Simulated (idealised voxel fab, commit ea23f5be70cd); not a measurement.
Process module, titled voxel wiring stack
This is section cut - it's 275 nm across, gridded in 5 nm square cells.
For the purposes of this document, a cross-section shall be understood as a grid of square cells, specified as bands listed in top-to-bottom order, each band consisting of one or more rows of cells. Heads up on the band format: heights come first, top then bottom, in nm. After that it's the materials left to right, each with its width in nm. A single material flagged "full width" fills the whole band edge to edge, and "blank" means there's empty space there. We count height from 0. Below that, the starting wafer is all one material. The lowest band never ends at the bottom but goes on down; see "0 nm and below" for how that is written. Top row gets the first number, bottom row gets the second, and each row in between changes by the same step: that is how a band width like "30..40" works. Given "identical to before" for a step, no cell of the cross-section differs between before and after that step. For the entry "Closed void entries", the listed items are empty spaces with no open way to the top whose size is 8 cells or more; each item follows the pattern width x height at distance, where distance is from the left edge and all three are in nm. That trailing text on a step's line, after the settings, is the simulator's own remark on the step. Steps that use a mask can have "overlay nm" on their line. It says how far the mask sat to the right of where it was meant to be. Negative means to the left. Each of the pairs that make up the rest of this document says: here is the cross-section before one process step, here is the cross-section after it, drawn only down to the lowest band that changed, and here, under the pair, is the step lying between them with its settings. Different pairs may come from different runs of this module on the same starting wafer, so a pair continues from the pair above it only where its entry headed "Cross-section, before" says so.

# Cross-section, before
- 150 nm to 120 nm = resist: 65 / blank: 15 / resist: 25 / blank: 15 / resist: 25 / blank: 15 / resist: 25 / blank: 15 / resist: 75
- 120 nm to 105 nm = aC full width
- 105 nm to 85 nm = lowk full width
- 85 nm to 80 nm = SiCN full width
- 80 nm to 75 nm = SiN: 65 / TiN: 20 / SiN: 20 / TiN: 20 / SiN: 20 / TiN: 20 / SiN: 20 / TiN: 20 / SiN: 70
- 75 nm to 55 nm = SiO2: 65 / SiN: 5 / TiN: 5 / SiN: 5 / SiO2: 25 / SiN: 5 / TiN: 5 / SiN: 5 / SiO2: 25 / SiN: 5 / TiN: 5 / SiN: 5 / SiO2: 25 / SiN: 5 / TiN: 5 / SiN: 5 / SiO2: 75
- 55 nm to 35 nm = SiO2 full width
- 35 nm to 30 nm = SiCN full width
- 30 nm to 15 nm = SiO2: 65 / TiN: 5 / Cu: 10 / TiN: 5 / SiO2: 20 / TiN: 5 / Cu: 10 / TiN: 5 / SiO2: 20 / TiN: 5 / Cu: 10 / TiN: 5 / SiO2: 20 / TiN: 5 / Cu: 10 / TiN: 5 / SiO2: 70
- 15 nm to 10 nm = SiN: 65 / TiN: 20 / SiN: 20 / TiN: 20 / SiN: 20 / TiN: 20 / SiN: 20 / TiN: 20 / SiN: 70
- 10 nm to 0 nm = SiO2 full width
- 0 nm and below = Si full width
- Closed void entries: none

# Resultant Cross-Section
- 135 nm to 120 nm = resist: 65 / blank: 15 / resist: 25 / blank: 15 / resist: 25 / blank: 15 / resist: 25 / blank: 15 / resist: 75
- 120 nm to 105 nm = aC: 65 / blank: 15 / aC: 25 / blank: 15 / aC: 25 / blank: 15 / aC: 25 / blank: 15 / aC: 75
- Below a height of 105, the structure has not been altered.
- Closed void entries: none
The two cross-sections above are separated by a single process step, namely DIRECTIONAL_ETCH: etch materials aC, depth nm 15

Cross-section, before: as shown after the step in the preceding pair, directly above.

# Resultant Cross-Section
- 120 nm to 105 nm = aC: 65 / blank: 15 / aC: 25 / blank: 15 / aC: 25 / blank: 15 / aC: 25 / blank: 15 / aC: 75
- Below a height of 105, the structure has not been altered.
- Closed void entries: none
The two cross-sections above are separated by a single process step, namely STRIP: etch materials resist

Cross-section, before: as shown after the step in the preceding pair, directly above.

# Resultant Cross-Section
- 120 nm to 105 nm = aC: 65 / blank: 15 / aC: 25 / blank: 15 / aC: 25 / blank: 15 / aC: 25 / blank: 15 / aC: 75
- 105 nm to 85 nm = lowk: 65 / blank: 15 / lowk: 25 / blank: 15 / lowk: 25 / blank: 15 / lowk: 25 / blank: 15 / lowk: 75
- Below a height of 85, the structure has not been altered.
- Closed void entries: none
The two cross-sections above are separated by a single process step, namely DIRECTIONAL_ETCH: etch materials lowk, depth nm 20

Cross-section, before: as shown after the step in the preceding pair, directly above.

# Resultant Cross-Section
- 120 nm to 105 nm = aC: 65 / blank: 15 / aC: 25 / blank: 15 / aC: 25 / blank: 15 / aC: 25 / blank: 15 / aC: 75
- 105 nm to 85 nm = lowk: 65 / blank: 15 / lowk: 25 / blank: 15 / lowk: 25 / blank: 15 / lowk: 25 / blank: 15 / lowk: 75
- 85 nm to 80 nm = SiCN: 65 / blank: 15 / SiCN: 25 / blank: 15 / SiCN: 25 / blank: 15 / SiCN: 25 / blank: 15 / SiCN: 75
- Below a height of 80, the structure has not been altered.
- Closed void entries: none
The two cross-sections above are separated by a single process step, namely DIRECTIONAL_ETCH: etch materials SiCN, depth nm 5

Cross-section, before: as shown after the step in the preceding pair, directly above.

# Resultant Cross-Section
- 105 nm to 85 nm = lowk: 65 / blank: 15 / lowk: 25 / blank: 15 / lowk: 25 / blank: 15 / lowk: 25 / blank: 15 / lowk: 75
- Below a height of 85, the structure has not been altered.
- Closed void entries: none
The two cross-sections above are separated by a single process step, namely STRIP: etch materials aC

Cross-section, before: as shown after the step in the preceding pair, directly above.

# Resultant Cross-Section
- 110 nm to 105 nm = TiN: 70 / blank: 5 / TiN: 35 / blank: 5 / TiN: 35 / blank: 5 / TiN: 35 / blank: 5 / TiN: 80
- 105 nm to 85 nm = lowk: 65 / TiN: 5 / blank: 5 / TiN: 5 / lowk: 25 / TiN: 5 / blank: 5 / TiN: 5 / lowk: 25 / TiN: 5 / blank: 5 / TiN: 5 / lowk: 25 / TiN: 5 / blank: 5 / TiN: 5 / lowk: 75
- 85 nm to 80 nm = SiCN: 65 / TiN: 15 / SiCN: 25 / TiN: 15 / SiCN: 25 / TiN: 15 / SiCN: 25 / TiN: 15 / SiCN: 75
- Below a height of 80, the structure has not been altered.
- Closed void entries: none
The two cross-sections above are separated by a single process step, namely CONFORMAL_DEP: material TiN, thk nm 5

Cross-section, before: as shown after the step in the preceding pair, directly above.

# Resultant Cross-Section
- 120 nm to 110 nm = W full width
- 110 nm to 105 nm = TiN: 70 / W: 5 / TiN: 35 / W: 5 / TiN: 35 / W: 5 / TiN: 35 / W: 5 / TiN: 80
- 105 nm to 85 nm = lowk: 65 / TiN: 5 / W: 5 / TiN: 5 / lowk: 25 / TiN: 5 / W: 5 / TiN: 5 / lowk: 25 / TiN: 5 / W: 5 / TiN: 5 / lowk: 25 / TiN: 5 / W: 5 / TiN: 5 / lowk: 75
- Below a height of 85, the structure has not been altered.
- Closed void entries: none
The two cross-sections above are separated by a single process step, namely FILL_DEP: material W, thk nm 10

Cross-section, before: as shown after the step in the preceding pair, directly above.

# Resultant Cross-Section
- 105 nm to 85 nm = lowk: 65 / TiN: 5 / W: 5 / TiN: 5 / lowk: 25 / TiN: 5 / W: 5 / TiN: 5 / lowk: 25 / TiN: 5 / W: 5 / TiN: 5 / lowk: 25 / TiN: 5 / W: 5 / TiN: 5 / lowk: 75
- Below a height of 85, the structure has not been altered.
- Closed void entries: none
The two cross-sections above are separated by a single process step, namely CMP: height nm 105

Cross-section, before: as shown after the step in the preceding pair, directly above.

# Resultant Cross-Section
- 110 nm to 105 nm = TiN full width
- Below a height of 105, the structure has not been altered.
- Closed void entries: none
The two cross-sections above are separated by a single process step, namely DIRECTIONAL_DEP: material TiN, thk nm 5

Cross-section, before: as shown after the step in the preceding pair, directly above.

# Resultant Cross-Section
- 125 nm to 110 nm = W full width
- Below a height of 110, the structure has not been altered.
- Closed void entries: none
The two cross-sections above are separated by a single process step, namely DIRECTIONAL_DEP: material W, thk nm 15

Cross-section, before: as shown after the step in the preceding pair, directly above.

# Resultant Cross-Section
- 125 nm to 110 nm = blank: 65 / W: 20 / blank: 20 / W: 20 / blank: 20 / W: 20 / blank: 20 / W: 20 / blank: 70
- Below a height of 110, the structure has not been altered.
- Closed void entries: none
The two cross-sections above are separated by a single process step, namely MASKED_ETCH: tone cover, mask id METAL_3, width nm 20, pitch nm 40, etch materials W, depth nm 15, overlay nm 0

Cross-section, before: as shown after the step in the preceding pair, directly above.

# Resultant Cross-Section
- 125 nm to 110 nm = blank: 65 / W: 20 / blank: 20 / W: 20 / blank: 20 / W: 20 / blank: 20 / W: 20 / blank: 70
- 110 nm to 105 nm = blank: 65 / TiN: 20 / blank: 20 / TiN: 20 / blank: 20 / TiN: 20 / blank: 20 / TiN: 20 / blank: 70
- Below a height of 105, the structure has not been altered.
- Closed void entries: none
The two cross-sections above are separated by a single process step, namely MASKED_ETCH: tone cover, mask id METAL_3, width nm 20, pitch nm 40, etch materials TiN, depth nm 5, overlay nm 0

Cross-section, before: as shown after the step in the preceding pair, directly above.

# Resultant Cross-Section
- 130 nm to 125 nm = lowk full width
- 125 nm to 110 nm = lowk: 65 / W: 20 / lowk: 20 / W: 20 / lowk: 20 / W: 20 / lowk: 20 / W: 20 / lowk: 70
- 110 nm to 105 nm = lowk: 65 / TiN: 20 / lowk: 20 / TiN: 20 / lowk: 20 / TiN: 20 / lowk: 20 / TiN: 20 / lowk: 70
- Below a height of 105, the structure has not been altered.
- Closed void entries: none
The two cross-sections above are separated by a single process step, namely FILL_DEP: material lowk, thk nm 5

Cross-section, before: as shown after the step in the preceding pair, directly above.

# Resultant Cross-Section
- 125 nm to 110 nm = lowk: 65 / W: 20 / lowk: 20 / W: 20 / lowk: 20 / W: 20 / lowk: 20 / W: 20 / lowk: 70
- Below a height of 110, the structure has not been altered.
- Closed void entries: none
The two cross-sections above are separated by a single process step, namely CMP: height nm 125

Cross-section, before: as shown after the step in the preceding pair, directly above.

# Resultant Cross-Section
- 130 nm to 125 nm = SiCN full width
- Below a height of 125, the structure has not been altered.
- Closed void entries: none
The two cross-sections above are separated by a single process step, namely CONFORMAL_DEP: material SiCN, thk nm 5

# Cross-section, before
- 105 nm to 85 nm = lowk: 65 / TiN: 5 / W: 5 / TiN: 5 / lowk: 25 / TiN: 5 / W: 5 / TiN: 5 / lowk: 25 / TiN: 5 / W: 5 / TiN: 5 / lowk: 25 / TiN: 5 / W: 5 / TiN: 5 / lowk: 75
- 85 nm to 80 nm = SiCN: 65 / TiN: 15 / SiCN: 25 / TiN: 15 / SiCN: 25 / TiN: 15 / SiCN: 25 / TiN: 15 / SiCN: 75
- 80 nm to 60 nm = SiO2: 65 / TiN: 5 / Ru: 10 / TiN: 5 / SiO2: 20 / TiN: 5 / Ru: 10 / TiN: 5 / SiO2: 20 / TiN: 5 / Ru: 10 / TiN: 5 / SiO2: 20 / TiN: 5 / Ru: 10 / TiN: 5 / SiO2: 70
- 60 nm to 55 nm = SiN: 65 / TiN: 20 / SiN: 20 / TiN: 20 / SiN: 20 / TiN: 20 / SiN: 20 / TiN: 20 / SiN: 70
- 55 nm to 35 nm = SiO2: 65 / Ru: 15 / SiO2: 25 / Ru: 15 / SiO2: 25 / Ru: 15 / SiO2: 25 / Ru: 15 / SiO2: 75
- 35 nm to 30 nm = SiCN: 65 / Ru: 15 / SiCN: 25 / Ru: 15 / SiCN: 25 / Ru: 15 / SiCN: 25 / Ru: 15 / SiCN: 75
- 30 nm to 15 nm = SiO2: 65 / TiN: 5 / Cu: 10 / TiN: 5 / SiO2: 20 / TiN: 5 / Cu: 10 / TiN: 5 / SiO2: 20 / TiN: 5 / Cu: 10 / TiN: 5 / SiO2: 20 / TiN: 5 / Cu: 10 / TiN: 5 / SiO2: 70
- 15 nm to 10 nm = SiN: 65 / TiN: 20 / SiN: 20 / TiN: 20 / SiN: 20 / TiN: 20 / SiN: 20 / TiN: 20 / SiN: 70
- 10 nm to 0 nm = SiO2 full width
- 0 nm and below = Si full width
- Closed void entries: none

# Resultant Cross-Section
- 120 nm to 105 nm = W full width
- Below a height of 105, the structure has not been altered.
- Closed void entries: none
The two cross-sections above are separated by a single process step, namely DIRECTIONAL_DEP: material W, thk nm 15

Cross-section, before: as shown after the step in the preceding pair, directly above.

# Resultant Cross-Section
- 125 nm to 120 nm = TiN full width
- Below a height of 120, the structure has not been altered.
- Closed void entries: none
The two cross-sections above are separated by a single process step, namely DIRECTIONAL_DEP: material TiN, thk nm 5

Cross-section, before: as shown after the step in the preceding pair, directly above.

# Resultant Cross-Section
- 125 nm to 120 nm = blank: 65 / TiN: 20 / blank: 20 / TiN: 20 / blank: 20 / TiN: 20 / blank: 20 / TiN: 20 / blank: 70
- Below a height of 120, the structure has not been altered.
- Closed void entries: none
The two cross-sections above are separated by a single process step, namely MASKED_ETCH: tone cover, mask id METAL_3, width nm 20, pitch nm 40, etch materials TiN, depth nm 5, overlay nm 0

Cross-section, before: as shown after the step in the preceding pair, directly above.

# Resultant Cross-Section
- 130 nm to 125 nm = lowk full width
- 125 nm to 120 nm = lowk: 65 / TiN: 20 / lowk: 20 / TiN: 20 / lowk: 20 / TiN: 20 / lowk: 20 / TiN: 20 / lowk: 70
- Below a height of 120, the structure has not been altered.
- Closed void entries: none
The two cross-sections above are separated by a single process step, namely FILL_DEP: material lowk, thk nm 5

Cross-section, before: as shown after the step in the preceding pair, directly above.

# Resultant Cross-Section
- 125 nm to 120 nm = lowk: 65 / TiN: 20 / lowk: 20 / TiN: 20 / lowk: 20 / TiN: 20 / lowk: 20 / TiN: 20 / lowk: 70
- Below a height of 120, the structure has not been altered.
- Closed void entries: none
The two cross-sections above are separated by a single process step, namely CMP: height nm 125

Cross-section, before: as shown after the step in the preceding pair, directly above.

# Resultant Cross-Section
- 130 nm to 125 nm = SiCN full width
- Below a height of 125, the structure has not been altered.
- Closed void entries: none
The two cross-sections above are separated by a single process step, namely CONFORMAL_DEP: material SiCN, thk nm 5

# Cross-section, before
- 55 nm to 35 nm = SiO2: 65 / Ru: 15 / SiO2: 25 / Ru: 15 / SiO2: 25 / Ru: 15 / SiO2: 25 / Ru: 15 / SiO2: 75
- 35 nm to 30 nm = SiCN: 65 / Ru: 15 / SiCN: 25 / Ru: 15 / SiCN: 25 / Ru: 15 / SiCN: 25 / Ru: 15 / SiCN: 75
- 30 nm to 15 nm = SiO2: 65 / TiN: 5 / Cu: 10 / TiN: 5 / SiO2: 20 / TiN: 5 / Cu: 10 / TiN: 5 / SiO2: 20 / TiN: 5 / Cu: 10 / TiN: 5 / SiO2: 20 / TiN: 5 / Cu: 10 / TiN: 5 / SiO2: 70
- 15 nm to 10 nm = SiN: 65 / TiN: 20 / SiN: 20 / TiN: 20 / SiN: 20 / TiN: 20 / SiN: 20 / TiN: 20 / SiN: 70
- 10 nm to 0 nm = SiO2 full width
- 0 nm and below = Si full width
- Closed void entries: none

# Resultant Cross-Section
- 70 nm to 55 nm = SiN full width
- Below a height of 55, the structure has not been altered.
- Closed void entries: none
The two cross-sections above are separated by a single process step, namely CONFORMAL_DEP: material SiN, thk nm 15

Cross-section, before: as shown after the step in the preceding pair, directly above.

# Resultant Cross-Section
- 90 nm to 70 nm = SiO2 full width
- Below a height of 70, the structure has not been altered.
- Closed void entries: none
The two cross-sections above are separated by a single process step, namely DIRECTIONAL_DEP: material SiO2, thk nm 20

Cross-section, before: as shown after the step in the preceding pair, directly above.

# Resultant Cross-Section
- 100 nm to 90 nm = aC full width
- Below a height of 90, the structure has not been altered.
- Closed void entries: none
The two cross-sections above are separated by a single process step, namely DIRECTIONAL_DEP: material aC, thk nm 10

Cross-section, before: as shown after the step in the preceding pair, directly above.

# Resultant Cross-Section
- 125 nm to 100 nm = resist: 65 / blank: 20 / resist: 20 / blank: 20 / resist: 20 / blank: 20 / resist: 20 / blank: 20 / resist: 70
- Below a height of 100, the structure has not been altered.
- Closed void entries: none
The two cross-sections above are separated by a single process step, namely PATTERN: tone open, mask id METAL_2, material resist, width nm 20, pitch nm 40, thk nm 25, overlay nm 0

Cross-section, before: as shown after the step in the preceding pair, directly above.

# Resultant Cross-Section
- 115 nm to 100 nm = resist: 65 / blank: 20 / resist: 20 / blank: 20 / resist: 20 / blank: 20 / resist: 20 / blank: 20 / resist: 70
- 100 nm to 90 nm = aC: 65 / blank: 20 / aC: 20 / blank: 20 / aC: 20 / blank: 20 / aC: 20 / blank: 20 / aC: 70
- Below a height of 90, the structure has not been altered.
- Closed void entries: none
The two cross-sections above are separated by a single process step, namely DIRECTIONAL_ETCH: etch materials aC, depth nm 10

Cross-section, before: as shown after the step in the preceding pair, directly above.

# Resultant Cross-Section
- 100 nm to 90 nm = aC: 65 / blank: 20 / aC: 20 / blank: 20 / aC: 20 / blank: 20 / aC: 20 / blank: 20 / aC: 70
- Below a height of 90, the structure has not been altered.
- Closed void entries: none
The two cross-sections above are separated by a single process step, namely STRIP: etch materials resist

Cross-section, before: as shown after the step in the preceding pair, directly above.

# Resultant Cross-Section
- 100 nm to 90 nm = aC: 65 / blank: 20 / aC: 20 / blank: 20 / aC: 20 / blank: 20 / aC: 20 / blank: 20 / aC: 70
- 90 nm to 70 nm = SiO2: 65 / blank: 20 / SiO2: 20 / blank: 20 / SiO2: 20 / blank: 20 / SiO2: 20 / blank: 20 / SiO2: 70
- Below a height of 70, the structure has not been altered.
- Closed void entries: none
The two cross-sections above are separated by a single process step, namely DIRECTIONAL_ETCH: etch materials SiO2, depth nm 20

Cross-section, before: as shown after the step in the preceding pair, directly above.

# Resultant Cross-Section
- 100 nm to 90 nm = aC: 65 / blank: 20 / aC: 20 / blank: 20 / aC: 20 / blank: 20 / aC: 20 / blank: 20 / aC: 70
- 90 nm to 70 nm = SiO2: 65 / blank: 20 / SiO2: 20 / blank: 20 / SiO2: 20 / blank: 20 / SiO2: 20 / blank: 20 / SiO2: 70
- 70 nm to 65 nm = SiN: 65 / blank: 20 / SiN: 20 / blank: 20 / SiN: 20 / blank: 20 / SiN: 20 / blank: 20 / SiN: 70
- Below a height of 65, the structure has not been altered.
- Closed void entries: none
The two cross-sections above are separated by a single process step, namely DIRECTIONAL_ETCH: etch materials SiN, depth nm 5

Cross-section, before: as shown after the step in the preceding pair, directly above.

# Resultant Cross-Section
- 90 nm to 70 nm = SiO2: 65 / blank: 20 / SiO2: 20 / blank: 20 / SiO2: 20 / blank: 20 / SiO2: 20 / blank: 20 / SiO2: 70
- Below a height of 70, the structure has not been altered.
- Closed void entries: none
The two cross-sections above are separated by a single process step, namely STRIP: etch materials aC

Cross-section, before: as shown after the step in the preceding pair, directly above.

# Resultant Cross-Section
- 95 nm to 90 nm = TiN: 70 / blank: 10 / TiN: 30 / blank: 10 / TiN: 30 / blank: 10 / TiN: 30 / blank: 10 / TiN: 75
- 90 nm to 70 nm = SiO2: 65 / TiN: 5 / blank: 10 / TiN: 5 / SiO2: 20 / TiN: 5 / blank: 10 / TiN: 5 / SiO2: 20 / TiN: 5 / blank: 10 / TiN: 5 / SiO2: 20 / TiN: 5 / blank: 10 / TiN: 5 / SiO2: 70
- 70 nm to 65 nm = SiN: 65 / TiN: 20 / SiN: 20 / TiN: 20 / SiN: 20 / TiN: 20 / SiN: 20 / TiN: 20 / SiN: 70
- Below a height of 65, the structure has not been altered.
- Closed void entries: none
The two cross-sections above are separated by a single process step, namely CONFORMAL_DEP: material TiN, thk nm 5

Cross-section, before: as shown after the step in the preceding pair, directly above.

# Resultant Cross-Section
- 105 nm to 95 nm = Ru full width
- 95 nm to 90 nm = TiN: 70 / Ru: 10 / TiN: 30 / Ru: 10 / TiN: 30 / Ru: 10 / TiN: 30 / Ru: 10 / TiN: 75
- 90 nm to 70 nm = SiO2: 65 / TiN: 5 / Ru: 10 / TiN: 5 / SiO2: 20 / TiN: 5 / Ru: 10 / TiN: 5 / SiO2: 20 / TiN: 5 / Ru: 10 / TiN: 5 / SiO2: 20 / TiN: 5 / Ru: 10 / TiN: 5 / SiO2: 70
- Below a height of 70, the structure has not been altered.
- Closed void entries: none
The two cross-sections above are separated by a single process step, namely FILL_DEP: material Ru, thk nm 10

Cross-section, before: as shown after the step in the preceding pair, directly above.

# Resultant Cross-Section
- 80 nm to 70 nm = SiO2: 65 / TiN: 5 / Ru: 10 / TiN: 5 / SiO2: 20 / TiN: 5 / Ru: 10 / TiN: 5 / SiO2: 20 / TiN: 5 / Ru: 10 / TiN: 5 / SiO2: 20 / TiN: 5 / Ru: 10 / TiN: 5 / SiO2: 70
- Below a height of 70, the structure has not been altered.
- Closed void entries: none
The two cross-sections above are separated by a single process step, namely CMP: height nm 80

Cross-section, before: as shown after the step in the preceding pair, directly above.

# Resultant Cross-Section
- 85 nm to 80 nm = SiCN full width
- Below a height of 80, the structure has not been altered.
- Closed void entries: none
The two cross-sections above are separated by a single process step, namely CONFORMAL_DEP: material SiCN, thk nm 5

Cross-section, before: as shown after the step in the preceding pair, directly above.

# Resultant Cross-Section
- 105 nm to 85 nm = lowk full width
- Below a height of 85, the structure has not been altered.
- Closed void entries: none
The two cross-sections above are separated by a single process step, namely DIRECTIONAL_DEP: material lowk, thk nm 20

Cross-section, before: as shown after the step in the preceding pair, directly above.

# Resultant Cross-Section
- 120 nm to 105 nm = aC full width
- Below a height of 105, the structure has not been altered.
- Closed void entries: none
The two cross-sections above are separated by a single process step, namely DIRECTIONAL_DEP: material aC, thk nm 15

Cross-section, before: as shown after the step in the preceding pair, directly above.

# Resultant Cross-Section
- 150 nm to 120 nm = resist: 65 / blank: 15 / resist: 25 / blank: 15 / resist: 25 / blank: 15 / resist: 25 / blank: 15 / resist: 75
- Below a height of 120, the structure has not been altered.
- Closed void entries: none
The two cross-sections above are separated by a single process step, namely PATTERN: tone open, mask id PLUG_2, material resist, width nm 15, pitch nm 40, thk nm 30, overlay nm 0

Cross-section, before: as shown after the step in the preceding pair, directly above.

# Resultant Cross-Section
- 135 nm to 120 nm = resist: 65 / blank: 15 / resist: 25 / blank: 15 / resist: 25 / blank: 15 / resist: 25 / blank: 15 / resist: 75
- 120 nm to 105 nm = aC: 65 / blank: 15 / aC: 25 / blank: 15 / aC: 25 / blank: 15 / aC: 25 / blank: 15 / aC: 75
- Below a height of 105, the structure has not been altered.
- Closed void entries: none
The two cross-sections above are separated by a single process step, namely DIRECTIONAL_ETCH: etch materials aC, depth nm 15

Cross-section, before: as shown after the step in the preceding pair, directly above.

# Resultant Cross-Section
- 120 nm to 105 nm = aC: 65 / blank: 15 / aC: 25 / blank: 15 / aC: 25 / blank: 15 / aC: 25 / blank: 15 / aC: 75
- Below a height of 105, the structure has not been altered.
- Closed void entries: none
The two cross-sections above are separated by a single process step, namely STRIP: etch materials resist

Cross-section, before: as shown after the step in the preceding pair, directly above.

# Resultant Cross-Section
- 120 nm to 105 nm = aC: 65 / blank: 15 / aC: 25 / blank: 15 / aC: 25 / blank: 15 / aC: 25 / blank: 15 / aC: 75
- 105 nm to 85 nm = lowk: 65 / blank: 15 / lowk: 25 / blank: 15 / lowk: 25 / blank: 15 / lowk: 25 / blank: 15 / lowk: 75
- Below a height of 85, the structure has not been altered.
- Closed void entries: none
The two cross-sections above are separated by a single process step, namely DIRECTIONAL_ETCH: etch materials lowk, depth nm 20

Cross-section, before: as shown after the step in the preceding pair, directly above.

# Resultant Cross-Section
- 120 nm to 105 nm = aC: 65 / blank: 15 / aC: 25 / blank: 15 / aC: 25 / blank: 15 / aC: 25 / blank: 15 / aC: 75
- 105 nm to 85 nm = lowk: 65 / blank: 15 / lowk: 25 / blank: 15 / lowk: 25 / blank: 15 / lowk: 25 / blank: 15 / lowk: 75
- 85 nm to 80 nm = SiCN: 65 / blank: 15 / SiCN: 25 / blank: 15 / SiCN: 25 / blank: 15 / SiCN: 25 / blank: 15 / SiCN: 75
- Below a height of 80, the structure has not been altered.
- Closed void entries: none
The two cross-sections above are separated by a single process step, namely DIRECTIONAL_ETCH: etch materials SiCN, depth nm 5

Cross-section, before: as shown after the step in the preceding pair, directly above.

# Resultant Cross-Section
- 105 nm to 85 nm = lowk: 65 / blank: 15 / lowk: 25 / blank: 15 / lowk: 25 / blank: 15 / lowk: 25 / blank: 15 / lowk: 75
- Below a height of 85, the structure has not been altered.
- Closed void entries: none
The two cross-sections above are separated by a single process step, namely STRIP: etch materials aC

Cross-section, before: as shown after the step in the preceding pair, directly above.

# Resultant Cross-Section
- 110 nm to 105 nm = TiN: 70 / blank: 5 / TiN: 35 / blank: 5 / TiN: 35 / blank: 5 / TiN: 35 / blank: 5 / TiN: 80
- 105 nm to 85 nm = lowk: 65 / TiN: 5 / blank: 5 / TiN: 5 / lowk: 25 / TiN: 5 / blank: 5 / TiN: 5 / lowk: 25 / TiN: 5 / blank: 5 / TiN: 5 / lowk: 25 / TiN: 5 / blank: 5 / TiN: 5 / lowk: 75
- 85 nm to 80 nm = SiCN: 65 / TiN: 15 / SiCN: 25 / TiN: 15 / SiCN: 25 / TiN: 15 / SiCN: 25 / TiN: 15 / SiCN: 75
- Below a height of 80, the structure has not been altered.
- Closed void entries: none
The two cross-sections above are separated by a single process step, namely CONFORMAL_DEP: material TiN, thk nm 5

Cross-section, before: as shown after the step in the preceding pair, directly above.

# Resultant Cross-Section
- 120 nm to 110 nm = W full width
- 110 nm to 105 nm = TiN: 70 / W: 5 / TiN: 35 / W: 5 / TiN: 35 / W: 5 / TiN: 35 / W: 5 / TiN: 80
- 105 nm to 85 nm = lowk: 65 / TiN: 5 / W: 5 / TiN: 5 / lowk: 25 / TiN: 5 / W: 5 / TiN: 5 / lowk: 25 / TiN: 5 / W: 5 / TiN: 5 / lowk: 25 / TiN: 5 / W: 5 / TiN: 5 / lowk: 75
- Below a height of 85, the structure has not been altered.
- Closed void entries: none
The two cross-sections above are separated by a single process step, namely FILL_DEP: material W, thk nm 10

Cross-section, before: as shown after the step in the preceding pair, directly above.

# Resultant Cross-Section
- 105 nm to 85 nm = lowk: 65 / TiN: 5 / W: 5 / TiN: 5 / lowk: 25 / TiN: 5 / W: 5 / TiN: 5 / lowk: 25 / TiN: 5 / W: 5 / TiN: 5 / lowk: 25 / TiN: 5 / W: 5 / TiN: 5 / lowk: 75
- Below a height of 85, the structure has not been altered.
- Closed void entries: none
The two cross-sections above are separated by a single process step, namely CMP: height nm 105

Cross-section, before: as shown after the step in the preceding pair, directly above.

# Resultant Cross-Section
- 110 nm to 105 nm = TiN full width
- Below a height of 105, the structure has not been altered.
- Closed void entries: none
The two cross-sections above are separated by a single process step, namely DIRECTIONAL_DEP: material TiN, thk nm 5

Cross-section, before: as shown after the step in the preceding pair, directly above.

# Resultant Cross-Section
- 125 nm to 110 nm = W full width
- Below a height of 110, the structure has not been altered.
- Closed void entries: none
The two cross-sections above are separated by a single process step, namely DIRECTIONAL_DEP: material W, thk nm 15

Cross-section, before: as shown after the step in the preceding pair, directly above.

# Resultant Cross-Section
- 125 nm to 110 nm = blank: 65 / W: 20 / blank: 20 / W: 20 / blank: 20 / W: 20 / blank: 20 / W: 20 / blank: 70
- Below a height of 110, the structure has not been altered.
- Closed void entries: none
The two cross-sections above are separated by a single process step, namely MASKED_ETCH: tone cover, mask id METAL_3, width nm 20, pitch nm 40, etch materials W, depth nm 15, overlay nm 0

Cross-section, before: as shown after the step in the preceding pair, directly above.

# Resultant Cross-Section
- 125 nm to 110 nm = blank: 65 / W: 20 / blank: 20 / W: 20 / blank: 20 / W: 20 / blank: 20 / W: 20 / blank: 70
- 110 nm to 105 nm = blank: 65 / TiN: 20 / blank: 20 / TiN: 20 / blank: 20 / TiN: 20 / blank: 20 / TiN: 20 / blank: 70
- Below a height of 105, the structure has not been altered.
- Closed void entries: none
The two cross-sections above are separated by a single process step, namely MASKED_ETCH: tone cover, mask id METAL_3, width nm 20, pitch nm 40, etch materials TiN, depth nm 5, overlay nm 0

Cross-section, before: as shown after the step in the preceding pair, directly above.

# Resultant Cross-Section
- 130 nm to 125 nm = lowk full width
- 125 nm to 110 nm = lowk: 65 / W: 20 / lowk: 20 / W: 20 / lowk: 20 / W: 20 / lowk: 20 / W: 20 / lowk: 70
- 110 nm to 105 nm = lowk: 65 / TiN: 20 / lowk: 20 / TiN: 20 / lowk: 20 / TiN: 20 / lowk: 20 / TiN: 20 / lowk: 70
- Below a height of 105, the structure has not been altered.
- Closed void entries: none
The two cross-sections above are separated by a single process step, namely FILL_DEP: material lowk, thk nm 5

Cross-section, before: as shown after the step in the preceding pair, directly above.

# Resultant Cross-Section
- 125 nm to 110 nm = lowk: 65 / W: 20 / lowk: 20 / W: 20 / lowk: 20 / W: 20 / lowk: 20 / W: 20 / lowk: 70
- Below a height of 110, the structure has not been altered.
- Closed void entries: none
The two cross-sections above are separated by a single process step, namely CMP: height nm 125

Cross-section, before: as shown after the step in the preceding pair, directly above.

# Resultant Cross-Section
- 130 nm to 125 nm = SiCN full width
- Below a height of 125, the structure has not been altered.
- Closed void entries: none
The two cross-sections above are separated by a single process step, namely CONFORMAL_DEP: material SiCN, thk nm 5
